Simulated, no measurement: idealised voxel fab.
This section sets out a process module, namely voxel double patterning.
Shown is cross-section cut, with a width of 215 nm and square cells of size 5 nm.
In this document a cross-section is written as a grid of square cells. It is given as a series of bands, listed from the top down, and a band is one or more rows of cells.
Top, bottom (nm), then materials left to right with widths (nm); lone material tagged "everywhere" fills the whole band edge to edge; "air" = empty space.
It should be noted that heights are counted from 0, beneath which the wafer as supplied is of one material throughout, and that the lowest band possesses no lower boundary but continues downward, as written in "0 nm and below".
A width such as "30->40" changes by the same amount from each row of cells to the next, from the band's top row to its bottom row.
Where a step carries "remained the same", the cross-section came out of it unchanged, cell for cell.
"Entrapped void list": empty spaces of 8 cells or more with no open way to the top, each given as width x height at distance, distance from the left edge, all in nm.
Read whatever lies past the settings on a step's line as the simulator's own remark about the step.
overlay nm: where the mask lay relative to plan, measured to the right, on steps with a mask; negatives go left.

# The following list gives the planned process steps
step 1: RECEIVE | material Si
step 2: CONFORMAL_DEP | material SiO2 | thk nm 5
step 3: DIRECTIONAL_DEP | material W | thk nm 20
step 4: DIRECTIONAL_DEP | material SiCN | thk nm 5
step 5: DIRECTIONAL_DEP | material aC | thk nm 10
step 6: PATTERN | tone open | mask id FIRST | material resist | width nm 15 | pitch nm 50 | thk nm 25 | overlay nm -15
step 7: DIRECTIONAL_ETCH | etch materials aC | depth nm 10
step 8: STRIP | etch materials resist
step 9: DIRECTIONAL_ETCH | etch materials SiCN | depth nm 5
step 10: STRIP | etch materials aC
step 11: MASKED_ETCH | tone open | mask id SECOND | width nm 15 | pitch nm 50 | etch materials SiCN | depth nm 5 | overlay nm 0
step 12: DIRECTIONAL_ETCH | etch materials W | depth nm 20
step 13: STRIP | etch materials SiCN
Variable across wafers: step 6 overlay nm (plan value is that of the first wafer; starting state common to all).

# Cross-section of the first of several received wafers, showing its state after step 1
    0 nm and below = Si everywhere
    Entrapped void list: none

# After the module's final step, step 13: the first of several wafers in cross-section
    25 nm to 5 nm = W (35), then air (15), then W (25), then air (25), then W (25), then air (25), then W (65)
    5 nm to 0 nm = SiO2 everywhere
    0 nm and below = Si everywhere
    Entrapped void list: none

# Cross-section of the last wafer at end of module
    25 nm to 5 nm = W (65), then air (25), then W (25), then air (25), then W (25), then air (15), then W (35)
    5 nm to 0 nm = SiO2 everywhere
    0 nm and below = Si everywhere
    Entrapped void list: none

# Tabulated below, wafer by wafer, are the end-of-module results: for each material, the number of cells gained (+) or lost (-) relative to the as-received state, followed by the closed voids
overlay nm -15, +43 SiO2, +120 W, Entrapped void list: none
overlay nm -10, +43 SiO2, +112 W, Entrapped void list: none
overlay nm -5, +43 SiO2, +112 W, Entrapped void list: none
overlay nm 0, +43 SiO2, +112 W, Entrapped void list: none
overlay nm 5, +43 SiO2, +112 W, Entrapped void list: none
overlay nm 10, +43 SiO2, +112 W, Entrapped void list: none
overlay nm 15, +43 SiO2, +120 W, Entrapped void list: none
